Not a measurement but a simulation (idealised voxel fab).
Documented hereafter: the process module known as voxel gate over fins.
Section shown: cut. Width: 185 nm. Cell size: 5 nm, square.
This document writes a cross-section as a grid whose cells are square, and gives it as bands, listed from the top down; one or more rows of cells form a band.
Band entry format. Leading values: height of top, height of bottom, nm. Remainder: materials in left-to-right order, each with its width in nm. Special words: "edge to edge" on a single material, which then fills the band edge to edge; "blank", empty space.
It should be noted that heights are counted from 0, beneath which the wafer as supplied is of one material throughout, and that the lowest band possesses no lower boundary but continues downward, as written in "from 0 down".
The expression "30 to 40" gives the width at the extremes of the band, the first number at its top row of cells and the second at its bottom row, with the width changing by equal amounts from each row to the next in between.
The cross-section has no changed cell in any step marked "nothing was modified".
In the "Completely enclosed voids" entry, you get each enclosed empty space of 8 cells or more, one with no open way to the top, written width x height at distance, distance from the left edge, in nm.
On a step's line, text after the settings is the simulator commenting on that step.
overlay nm: where the mask lay relative to plan, measured to the right, on steps with a mask; negatives go left.

**The following list gives the planned process steps**
step 1: RECEIVE,material Si
step 2: CONFORMAL_DEP,material SiN,thk nm 10
step 3: PATTERN,tone cover,mask id FINS,material resist,width nm 15,pitch nm 45,thk nm 15,overlay nm 0
step 4: DIRECTIONAL_ETCH,etch materials SiN,depth nm 10
step 5: DIRECTIONAL_ETCH,etch materials Si,depth nm 35
step 6: STRIP,etch materials resist
step 7: OXIDIZE,depth nm 5
step 8: FILL_DEP,material SiO2,thk nm 5
step 9: CMP,height nm 10
step 10: SELECTIVE_ETCH,etch materials SiO2,depth nm 25
step 11: STRIP,etch materials SiN
step 12: CONFORMAL_DEP,material HfO2,thk nm 5
step 13: CONFORMAL_DEP,material TiN,thk nm 5
step 14: FILL_DEP,material W,thk nm 10
step 15: CMP,height nm 15
step 16: CONFORMAL_DEP,material SiCN,thk nm 5

**First of two wafers, processed according to plan**

**Cross-section, incoming material, after step 1**
from 0 down: Si edge to edge
Completely enclosed voids: none

**Presented here is a cross-section of the wafer after step 2 has been performed**
from 10 to 0: SiN edge to edge
below 0: unchanged

**Presented here is a cross-section of the wafer after step 3 has been performed**
from 25 to 10: 60 nm blank  15 nm resist  30 nm blank  15 nm resist  65 nm blank
below 10: unchanged

**Presented here is a cross-section of the wafer after step 4 has been performed**
from 25 to 10: 60 nm blank  15 nm resist  30 nm blank  15 nm resist  65 nm blank
from 10 to 0: 60 nm blank  15 nm SiN  30 nm blank  15 nm SiN  65 nm blank
below 0: unchanged

**Presented here is a cross-section of the wafer after step 5 has been performed**
from 25 to 10: 60 nm blank  15 nm resist  30 nm blank  15 nm resist  65 nm blank
from 10 to 0: 60 nm blank  15 nm SiN  30 nm blank  15 nm SiN  65 nm blank
from 0 to -35: 60 nm blank  15 nm Si  30 nm blank  15 nm Si  65 nm blank
below -35: unchanged

**Presented here is a cross-section of the wafer after step 6 has been performed**
from 10 to 0: 60 nm blank  15 nm SiN  30 nm blank  15 nm SiN  65 nm blank
below 0: unchanged

**Presented here is a cross-section of the wafer after step 7 has been performed**
from 10 to 0: 60 nm blank  15 nm SiN  30 nm blank  15 nm SiN  65 nm blank
from 0 to -35: 60 nm blank  5 nm SiO2  5 nm Si  5 nm SiO2  30 nm blank  5 nm SiO2  5 nm Si  5 nm SiO2  65 nm blank
from -35 to -40: 65 nm SiO2  5 nm Si  40 nm SiO2  5 nm Si  70 nm SiO2
below -40: unchanged

**Presented here is a cross-section of the wafer after step 8 has been performed**
from 15 to 10: SiO2 edge to edge
from 10 to 0: 60 nm SiO2  15 nm SiN  30 nm SiO2  15 nm SiN  65 nm SiO2
from 0 to -40: 65 nm SiO2  5 nm Si  40 nm SiO2  5 nm Si  70 nm SiO2
below -40: unchanged

**Presented here is a cross-section of the wafer after step 9 has been performed**
from 10 to 0: 60 nm SiO2  15 nm SiN  30 nm SiO2  15 nm SiN  65 nm SiO2
below 0: unchanged

**Presented here is a cross-section of the wafer after step 10 has been performed**
from 10 to 0: 60 nm blank  15 nm SiN  30 nm blank  15 nm SiN  65 nm blank
from 0 to -15: 65 nm blank  5 nm Si  40 nm blank  5 nm Si  70 nm blank
below -15: unchanged

**Presented here is a cross-section of the wafer after step 11 has been performed**
from 0 to -15: 65 nm blank  5 nm Si  40 nm blank  5 nm Si  70 nm blank
below -15: unchanged

**Presented here is a cross-section of the wafer after step 12 has been performed**
from 5 to 0: 60 nm blank  15 nm HfO2  30 nm blank  15 nm HfO2  65 nm blank
from 0 to -10: 60 nm blank  5 nm HfO2  5 nm Si  5 nm HfO2  30 nm blank  5 nm HfO2  5 nm Si  5 nm HfO2  65 nm blank
from -10 to -15: 65 nm HfO2  5 nm Si  40 nm HfO2  5 nm Si  70 nm HfO2
below -15: unchanged

**Presented here is a cross-section of the wafer after step 13 has been performed**
from 10 to 5: 55 nm blank  25 nm TiN  20 nm blank  25 nm TiN  60 nm blank
from 5 to 0: 55 nm blank  5 nm TiN  15 nm HfO2  5 nm TiN  20 nm blank  5 nm TiN  15 nm HfO2  5 nm TiN  60 nm blank
from 0 to -5: 55 nm blank  5 nm TiN  5 nm HfO2  5 nm Si  5 nm HfO2  5 nm TiN  20 nm blank  5 nm TiN  5 nm HfO2  5 nm Si  5 nm HfO2  5 nm TiN  60 nm blank
from -5 to -10: 60 nm TiN  5 nm HfO2  5 nm Si  5 nm HfO2  30 nm TiN  5 nm HfO2  5 nm Si  5 nm HfO2  65 nm TiN
below -10: unchanged

**Presented here is a cross-section of the wafer after step 14 has been performed**
from 20 to 10: W edge to edge
from 10 to 5: 55 nm W  25 nm TiN  20 nm W  25 nm TiN  60 nm W
from 5 to 0: 55 nm W  5 nm TiN  15 nm HfO2  5 nm TiN  20 nm W  5 nm TiN  15 nm HfO2  5 nm TiN  60 nm W
from 0 to -5: 55 nm W  5 nm TiN  5 nm HfO2  5 nm Si  5 nm HfO2  5 nm TiN  20 nm W  5 nm TiN  5 nm HfO2  5 nm Si  5 nm HfO2  5 nm TiN  60 nm W
below -5: unchanged

**Presented here is a cross-section of the wafer after step 15 has been performed**
from 15 to 10: W edge to edge
below 10: unchanged

**Presented here is a cross-section of the wafer after step 16 has been performed**
from 20 to 15: SiCN edge to edge
below 15: unchanged

**Second wafer - shared start and plan with the first - one error in running - same as the first up to step 9 inclusive**

**Look at the second wafer in cross-section at the time step 10 ought to have finished**
from 10 to 0: 60 nm blank  15 nm SiN  30 nm blank  15 nm SiN  65 nm blank
from 0 to -5: 65 nm blank  5 nm Si  40 nm blank  5 nm Si  70 nm blank
below -5: unchanged

**Look at the second wafer in cross-section at the time step 11 ought to have finished**
from 0 to -5: 65 nm blank  5 nm Si  40 nm blank  5 nm Si  70 nm blank
below -5: unchanged

**Look at the second wafer in cross-section at the time step 12 ought to have finished**
from 5 to 0: 60 nm blank  15 nm HfO2  30 nm blank  15 nm HfO2  65 nm blank
from 0 to -5: 65 nm HfO2  5 nm Si  40 nm HfO2  5 nm Si  70 nm HfO2
below -5: unchanged

**Look at the second wafer in cross-section at the time step 13 ought to have finished**
from 10 to 5: 55 nm blank  25 nm TiN  20 nm blank  25 nm TiN  60 nm blank
from 5 to 0: 60 nm TiN  15 nm HfO2  30 nm TiN  15 nm HfO2  65 nm TiN
below 0: unchanged

**Look at the second wafer in cross-section at the time step 14 ought to have finished**
from 20 to 10: W edge to edge
from 10 to 5: 55 nm W  25 nm TiN  20 nm W  25 nm TiN  60 nm W
below 5: unchanged

**Look at the second wafer in cross-section at the time step 15 ought to have finished**
from 15 to 10: W edge to edge
below 10: unchanged

**Look at the second wafer in cross-section at the time step 16 ought to have finished**
from 20 to 15: SiCN edge to edge
below 15: unchanged
Error vs. plan: step 10 was not run as planned; what actually ran was SELECTIVE_ETCH,etch materials SiO2,depth nm 15
Heads up, by the end the second wafer has more or fewer cells of some materials compared to the first: 8 fewer of HfO2; 70 more of SiO2; 8 fewer of TiN; 54 fewer of W
